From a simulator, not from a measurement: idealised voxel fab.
Name of the process module below: voxel self aligned vias
Cross-section cut spans 180 nm and uses square cells 5 nm in size.
Cross-section, as written here: a square-cell grid given band by band from the top down, where a band holds one or more rows of cells. In this notation a band is specified by the heights of its top and bottom, in that order and in nm, after which its materials appear from left to right, each paired with its width in nm. The word "all across" attached to a single material means that material fills the band from edge to edge; the word "air" stands for empty space. Note: height 0 marks the level under which the wafer is uniformly one material as received. Lowest band unbounded below, written "0 -> down". Per-row width for "30->40": begins at first number (top row of band), ends at second number (bottom row), increment between rows held constant. Step marked "identical to before"? Then no cell in the cross-section changed in it. Heads up: "Closed void roster" only lists the empty pockets with no open path to the top that are 8 cells or more, and it writes them as width x height at distance, distance from the left edge, in nm. Note: text after step settings on the step line = simulator remark on that step. Each step line may optionally specify "overlay nm", which for a step with a mask gives the rightward distance between the mask's planned place and where it lay, a negative value indicating the leftward direction.

## Listed below are the process steps as planned
1 RECEIVE | material Si
2 CONFORMAL_DEP | material SiO2 | thk nm 10
3 CONFORMAL_DEP | material SiCN | thk nm 5
4 DIRECTIONAL_DEP | material lowk | thk nm 25
5 DIRECTIONAL_DEP | material aC | thk nm 15
6 PATTERN | tone open | mask id LINES | material resist | width nm 20 | pitch nm 55 | thk nm 30 | overlay nm 0
7 DIRECTIONAL_ETCH | etch materials aC | depth nm 15
8 STRIP | etch materials resist
9 DIRECTIONAL_ETCH | etch materials lowk | depth nm 25
10 STRIP | etch materials aC
11 CONFORMAL_DEP | material TiN | thk nm 5
12 FILL_DEP | material Ru | thk nm 5
13 CMP | height nm 40
14 SELECTIVE_ETCH | etch materials W Ru TiN | depth nm 10
15 FILL_DEP | material SiN | thk nm 5
16 CMP | height nm 40
17 DIRECTIONAL_DEP | material lowk | thk nm 20
18 DIRECTIONAL_DEP | material aC | thk nm 10
19 PATTERN | tone open | mask id VIAS | material resist | width nm 40 | pitch nm 55 | thk nm 30 | overlay nm 0
20 DIRECTIONAL_ETCH | etch materials aC | depth nm 10
21 STRIP | etch materials resist
22 DIRECTIONAL_ETCH | etch materials lowk | depth nm 20
23 DIRECTIONAL_ETCH | etch materials SiN | depth nm 10
24 STRIP | etch materials aC
25 CONFORMAL_DEP | material TiN | thk nm 5
26 FILL_DEP | material Cu | thk nm 5
27 CMP | height nm 60
28 CONFORMAL_DEP | material SiCN | thk nm 5
Variable across wafers: step 6 width nm (plan value is that of the first wafer; starting state common to all).

## Sectional view: first of several wafers, as received, after step 1
> 0 -> down | Si all across
> Closed void roster: none

## Row per wafer, end-of-module: cell gain (+)/loss (-) by material since the wafer came in, then closed voids
width nm 20 | +44 Cu | +8 Ru | +72 SiCN | +72 SiO2 | +52 TiN | +220 lowk | Closed void roster: none
width nm 25 | +48 Cu | +12 Ru | +72 SiCN | +72 SiO2 | +54 TiN | +210 lowk | Closed void roster: none
width nm 30 | +52 Cu | +16 Ru | +72 SiCN | +72 SiO2 | +56 TiN | +200 lowk | Closed void roster: none
width nm 35 | +56 Cu | +20 Ru | +72 SiCN | +72 SiO2 | +58 TiN | +190 lowk | Closed void roster: none
width nm 40 | +60 Cu | +24 Ru | +72 SiCN | +72 SiO2 | +60 TiN | +180 lowk | Closed void roster: none
